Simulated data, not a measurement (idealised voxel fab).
The following process module bears the name voxel released beams.
Cross-section cut spans 275 nm and uses square cells 5 nm in size.
Cross-section, as written here: a square-cell grid given band by band from the top down, where a band holds one or more rows of cells. The entry gives the band's vertical extent as a top height and a bottom height in nm, then its horizontal make-up as materials from left to right, each with a width in nm. "blank" stands for empty space; a single material marked "throughout" fills the band edge to edge. Where do heights start? At 0: under that level the wafer as delivered is made of one material only. And the lowest band has no floor; it just carries on downward, as in "0 nm and below". Graded width ("30 to 40"): value in top row of band = first number; value in bottom row = second number; row-to-row change constant. Reading "no modification" for a step: not a cell of the cross-section changed in it. Closed empty spaces (no open way to the top) of 8 cells or more are what "Voids, fully enclosed" lists, each as width x height at distance from the left edge, nm for all three. The remark found on a step's line after its settings is issued by the simulator itself and pertains to that step. The line of a step may include "overlay nm". On a step with a mask, this value is how far to the right of its planned place the mask lay. A negative value means the mask lay to the left.

LIST OF PLANNED PROCESS STEPS
1) RECEIVE | material Si
2) CONFORMAL_DEP | material Al2O3 | thk nm 5
3) DIRECTIONAL_DEP | material SiO2 | thk nm 10
4) DIRECTIONAL_DEP | material aC | thk nm 15
5) PATTERN | tone open | mask id ANCHOR | material resist | width nm 45 | thk nm 35 | overlay nm 0
6) DIRECTIONAL_ETCH | etch materials aC | depth nm 15
7) STRIP | etch materials resist
8) DIRECTIONAL_ETCH | etch materials SiO2 | depth nm 10
9) STRIP | etch materials aC
10) CONFORMAL_DEP | material polySi | thk nm 15
11) PATTERN | tone cover | mask id BEAM | material resist | width nm 95 | thk nm 20 | overlay nm 0
12) DIRECTIONAL_ETCH | etch materials polySi | depth nm 15
13) STRIP | etch materials resist
14) STRIP | etch materials SiO2

WAFER, FIRST OF TWO, RUN AS PLANNED

CROSS-SECTION: WAFER ON ARRIVAL = AFTER STEP 1
    0 nm and below: Si throughout
    Voids, fully enclosed: none

UPON COMPLETION OF STEP 2, THE WAFER APPEARS IN CROSS-SECTION AS SHOWN
    5 nm to 0 nm: Al2O3 throughout
    below 0: unchanged

UPON COMPLETION OF STEP 3, THE WAFER APPEARS IN CROSS-SECTION AS SHOWN
    15 nm to 5 nm: SiO2 throughout
    below 5: unchanged

UPON COMPLETION OF STEP 4, THE WAFER APPEARS IN CROSS-SECTION AS SHOWN
    30 nm to 15 nm: aC throughout
    below 15: unchanged

UPON COMPLETION OF STEP 5, THE WAFER APPEARS IN CROSS-SECTION AS SHOWN
    65 nm to 30 nm: 90 nm resist, then 45 nm blank, then 140 nm resist
    below 30: unchanged

UPON COMPLETION OF STEP 6, THE WAFER APPEARS IN CROSS-SECTION AS SHOWN
    50 nm to 30 nm: 90 nm resist, then 45 nm blank, then 140 nm resist
    30 nm to 15 nm: 90 nm aC, then 45 nm blank, then 140 nm aC
    below 15: unchanged

UPON COMPLETION OF STEP 7, THE WAFER APPEARS IN CROSS-SECTION AS SHOWN
    30 nm to 15 nm: 90 nm aC, then 45 nm blank, then 140 nm aC
    below 15: unchanged

UPON COMPLETION OF STEP 8, THE WAFER APPEARS IN CROSS-SECTION AS SHOWN
    30 nm to 15 nm: 90 nm aC, then 45 nm blank, then 140 nm aC
    15 nm to 5 nm: 90 nm SiO2, then 45 nm blank, then 140 nm SiO2
    below 5: unchanged

UPON COMPLETION OF STEP 9, THE WAFER APPEARS IN CROSS-SECTION AS SHOWN
    15 nm to 5 nm: 90 nm SiO2, then 45 nm blank, then 140 nm SiO2
    below 5: unchanged

UPON COMPLETION OF STEP 10, THE WAFER APPEARS IN CROSS-SECTION AS SHOWN
    30 nm to 20 nm: 105 nm polySi, then 15 nm blank, then 155 nm polySi
    20 nm to 15 nm: polySi throughout
    15 nm to 5 nm: 90 nm SiO2, then 45 nm polySi, then 140 nm SiO2
    below 5: unchanged

UPON COMPLETION OF STEP 11, THE WAFER APPEARS IN CROSS-SECTION AS SHOWN
    50 nm to 30 nm: 85 nm blank, then 95 nm resist, then 95 nm blank
    30 nm to 20 nm: 105 nm polySi, then 15 nm resist, then 155 nm polySi
    below 20: unchanged

UPON COMPLETION OF STEP 12, THE WAFER APPEARS IN CROSS-SECTION AS SHOWN
    50 nm to 30 nm: 85 nm blank, then 95 nm resist, then 95 nm blank
    30 nm to 20 nm: 85 nm blank, then 20 nm polySi, then 15 nm resist, then 60 nm polySi, then 95 nm blank
    20 nm to 15 nm: 85 nm blank, then 95 nm polySi, then 95 nm blank
    below 15: unchanged

UPON COMPLETION OF STEP 13, THE WAFER APPEARS IN CROSS-SECTION AS SHOWN
    30 nm to 20 nm: 85 nm blank, then 20 nm polySi, then 15 nm blank, then 60 nm polySi, then 95 nm blank
    below 20: unchanged

UPON COMPLETION OF STEP 14, THE WAFER APPEARS IN CROSS-SECTION AS SHOWN
    30 nm to 20 nm: 85 nm blank, then 20 nm polySi, then 15 nm blank, then 60 nm polySi, then 95 nm blank
    20 nm to 15 nm: 85 nm blank, then 95 nm polySi, then 95 nm blank
    15 nm to 5 nm: 90 nm blank, then 45 nm polySi, then 140 nm blank
    below 5: unchanged

WAFER TWO: LIKE WAFER ONE IN START AND PLAN, BUT WITH ONE MISTAKE IN EXECUTION; IDENTICAL UP TO AND INCLUDING STEP 9

CROSS-SECTION OF THE SECOND WAFER CORRESPONDING TO THE PLANNED CONCLUSION OF STEP 10
    35 nm to 25 nm: 110 nm polySi, then 5 nm blank, then 160 nm polySi
    25 nm to 15 nm: polySi throughout
    15 nm to 5 nm: 90 nm SiO2, then 45 nm polySi, then 140 nm SiO2
    below 5: unchanged

CROSS-SECTION OF THE SECOND WAFER CORRESPONDING TO THE PLANNED CONCLUSION OF STEP 11
    55 nm to 35 nm: 85 nm blank, then 95 nm resist, then 95 nm blank
    35 nm to 25 nm: 110 nm polySi, then 5 nm resist, then 160 nm polySi
    below 25: unchanged

CROSS-SECTION OF THE SECOND WAFER CORRESPONDING TO THE PLANNED CONCLUSION OF STEP 12
    55 nm to 35 nm: 85 nm blank, then 95 nm resist, then 95 nm blank
    35 nm to 25 nm: 85 nm blank, then 25 nm polySi, then 5 nm resist, then 65 nm polySi, then 95 nm blank
    25 nm to 20 nm: 85 nm blank, then 95 nm polySi, then 95 nm blank
    below 20: unchanged

CROSS-SECTION OF THE SECOND WAFER CORRESPONDING TO THE PLANNED CONCLUSION OF STEP 13
    35 nm to 25 nm: 85 nm blank, then 25 nm polySi, then 5 nm blank, then 65 nm polySi, then 95 nm blank
    below 25: unchanged

Cross-section of the second wafer corresponding to the planned conclusion of step 14: no modification
Misprocessing identified: for step 10, the planned setting was not used; the step was instead run as CONFORMAL_DEP | material polySi | thk nm 20
Final difference in cells, second wafer against first, listed per material as more or fewer: 92 more of SiO2 | 59 more of polySi
